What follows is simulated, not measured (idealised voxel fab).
process module | voxel self aligned contacts
cross-section cut | 160 nm wide | cells 5 nm
A cross-section is a grid of square cells, given in bands from the top down. A band is one or more rows of cells.
Each band's line starts with the height of the band's top and of its bottom, in nm. Then come its materials from left to right, each with its width in nm. One material with "throughout" fills the band from edge to edge. "air" is empty space.
Height 0 is the level under which the wafer as received is all one material. The lowest band goes on downwards, as in "0 down".
A width such as "30 to 40" changes by the same amount from each row of cells to the next, from the band's top row to its bottom row.
"no change" after a step means that no cell of the cross-section changed.
closed voids: empty space of 8 cells or more with no open way to the top, each as width x height at its distance from the left edge, in nm
after a step's settings: what the simulator itself notes on the step
overlay nm, on a step with a mask: how far to the right of its planned place the mask lay; to the left if negative
plan
1 op RECEIVE | material Si
2 op CONFORMAL_DEP | material SiO2 | thk nm 5
3 op DIRECTIONAL_DEP | material polySi | thk nm 20
4 op DIRECTIONAL_DEP | material SiN | thk nm 15
5 op DIRECTIONAL_DEP | material aC | thk nm 15
6 op PATTERN | tone cover | mask id GATE | material resist | width nm 30 | pitch nm 65 | thk nm 30 | overlay nm 0
7 op DIRECTIONAL_ETCH | etch materials aC | depth nm 15
8 op STRIP | etch materials resist
9 op DIRECTIONAL_ETCH | etch materials SiN | depth nm 15
10 op DIRECTIONAL_ETCH | etch materials polySi | depth nm 20
11 op STRIP | etch materials aC
12 op CONFORMAL_DEP | material SiN | thk nm 5
13 op DIRECTIONAL_ETCH | etch materials SiN | depth nm 5
14 op FILL_DEP | material SiO2 | thk nm 15
15 op CMP | height nm 45
16 op DIRECTIONAL_DEP | material aC | thk nm 15
17 op PATTERN | tone open | mask id CONTACT | material resist | width nm 45 | thk nm 30 | overlay nm 0
18 op DIRECTIONAL_ETCH | etch materials aC | depth nm 15
19 op STRIP | etch materials resist
20 op DIRECTIONAL_ETCH | etch materials SiO2 | depth nm 45
21 op STRIP | etch materials aC
22 op CONFORMAL_DEP | material TiN | thk nm 5
23 op FILL_DEP | material W | thk nm 10
24 op CMP | height nm 45
25 op CONFORMAL_DEP | material SiCN | thk nm 5
as received, after step 1
  0 down: Si throughout
  closed voids: none
a wafer at the end: this start, this plan, one mistake
  50 to 45: SiCN throughout
  45 to 35: SiO2 55 | TiN 5 to 15 | W 35 to 15 | TiN 5 to 15 | SiO2 60
  35 to 20: SiO2 25 | SiN 40 | TiN 5 | W 15 | TiN 5 | SiN 40 | SiO2 30
  20 to 5: SiO2 25 | SiN 5 | polySi 30 | SiN 5 | TiN 5 | W 15 | TiN 5 | SiN 5 | polySi 30 | SiN 5 | SiO2 30
  5 to 0: SiO2 65 | TiN 25 | SiO2 70
  0 down: Si throughout
  closed voids: none
what went wrong: step 3 ran as: op DIRECTIONAL_DEP | material polySi | thk nm 15
